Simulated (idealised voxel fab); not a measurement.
The process module that follows is named voxel capacitor over wiring.
Displayed cross-section: cut, width of 170 nm, square cells sized 5 nm.
How to read a cross-section here: the picture is a grid of square cells, written as bands going from the top down, and any band can span one or more rows of cells. The entry gives the band's vertical extent as a top height and a bottom height in nm, then its horizontal make-up as materials from left to right, each with a width in nm. "blank" stands for empty space; a single material marked "all across" fills the band edge to edge. Heights are reckoned from 0. Under this level, the received wafer is all of one material. The bottommost band is open-ended downward, for example "top 0, no bottom". Width spec "30 to 40" -> top row of cells at first value, bottom row at second value, equal per-row change in between. Where a step carries "left unchanged", the cross-section came out of it unchanged, cell for cell. For the entry "Sealed-off cavities", the listed items are empty spaces with no open way to the top whose size is 8 cells or more; each item follows the pattern width x height at distance, where distance is from the left edge and all three are in nm. If you see something after the settings on a step's line, that's the simulator's own remark about that step. Steps that use a mask can have "overlay nm" on their line. It says how far the mask sat to the right of where it was meant to be. Negative means to the left.
INTENDED PROCESS STEPS
1: RECEIVE | material Si
2: CONFORMAL_DEP | material SiO2 | thk nm 10
3: CONFORMAL_DEP | material SiN | thk nm 5
4: DIRECTIONAL_DEP | material SiO2 | thk nm 15
5: PATTERN | tone open | mask id METAL_1 | material resist | width nm 30 | pitch nm 95 | thk nm 15 | overlay nm 0
6: DIRECTIONAL_ETCH | etch materials SiO2 | depth nm 15
7: DIRECTIONAL_ETCH | etch materials SiN | depth nm 5
8: STRIP | etch materials resist
9: CONFORMAL_DEP | material TiN | thk nm 5
10: FILL_DEP | material Cu | thk nm 5
11: CMP | height nm 30
12: CONFORMAL_DEP | material SiCN | thk nm 5
13: DIRECTIONAL_DEP | material SiO2 | thk nm 10
14: DIRECTIONAL_DEP | material aC | thk nm 10
15: PATTERN | tone open | mask id PLUG_1 | material resist | width nm 15 | thk nm 25 | overlay nm 0
16: DIRECTIONAL_ETCH | etch materials aC | depth nm 10
17: STRIP | etch materials resist
18: DIRECTIONAL_ETCH | etch materials SiO2 | depth nm 10
19: DIRECTIONAL_ETCH | etch materials SiCN | depth nm 5
20: STRIP | etch materials aC
21: CONFORMAL_DEP | material TiN | thk nm 5
22: FILL_DEP | material Ru | thk nm 5
23: CMP | height nm 45
24: DIRECTIONAL_DEP | material TiN | thk nm 10
25: DIRECTIONAL_DEP | material HfO2 | thk nm 5
26: DIRECTIONAL_DEP | material TiN | thk nm 10
27: MASKED_ETCH | tone cover | mask id UPPER_PLATE | width nm 70 | etch materials TiN | depth nm 10 | overlay nm 0
28: MASKED_ETCH | tone cover | mask id UPPER_PLATE | width nm 70 | etch materials HfO2 | depth nm 5 | overlay nm 0
29: DIRECTIONAL_DEP | material aC | thk nm 15
30: PATTERN | tone cover | mask id LOWER_PLATE | material resist | width nm 80 | thk nm 30 | overlay nm 0
31: DIRECTIONAL_ETCH | etch materials aC | depth nm 15
32: STRIP | etch materials resist
33: DIRECTIONAL_ETCH | etch materials TiN | depth nm 10
34: STRIP | etch materials aC
35: FILL_DEP | material SiO2 | thk nm 15
36: CMP | height nm 80
37: PATTERN | tone open | mask id PLUG_2 | material resist | width nm 15 | thk nm 15 | overlay nm 0
38: DIRECTIONAL_ETCH | etch materials SiO2 | depth nm 10
39: STRIP | etch materials resist
40: CONFORMAL_DEP | material TiN | thk nm 5
41: FILL_DEP | material Ru | thk nm 10
42: CMP | height nm 80
43: CONFORMAL_DEP | material SiCN | thk nm 5
Heads up: all these wafers start the same, and what changes between them is the thk nm in step 21. The value you see in the plan is just what the first wafer got.
THE AS-RECEIVED CROSS-SECTION OF THE FIRST OF SEVERAL WAFERS CORRESPONDS TO THE STATE AFTER STEP 1
> top 0, no bottom = Si all across
> Sealed-off cavities: none
TABULATED BELOW, WAFER BY WAFER, ARE THE END-OF-MODULE RESULTS: FOR EACH MATERIAL, THE NUMBER OF CELLS GAINED (+) OR LOST (-) RELATIVE TO THE AS-RECEIVED STATE, FOLLOWED BY THE CLOSED VOIDS
thk nm 5; +24 Cu; +14 HfO2; +3 Ru; +65 SiCN; +22 SiN; +354 SiO2; +96 TiN; Sealed-off cavities: none
thk nm 10; +24 Cu; +14 HfO2; +1 Ru; +65 SiCN; +22 SiN; +354 SiO2; +98 TiN; Sealed-off cavities: none
thk nm 15; +24 Cu; +14 HfO2; +1 Ru; +65 SiCN; +22 SiN; +354 SiO2; +98 TiN; Sealed-off cavities: none
thk nm 20; +24 Cu; +14 HfO2; +1 Ru; +65 SiCN; +22 SiN; +354 SiO2; +98 TiN; Sealed-off cavities: none
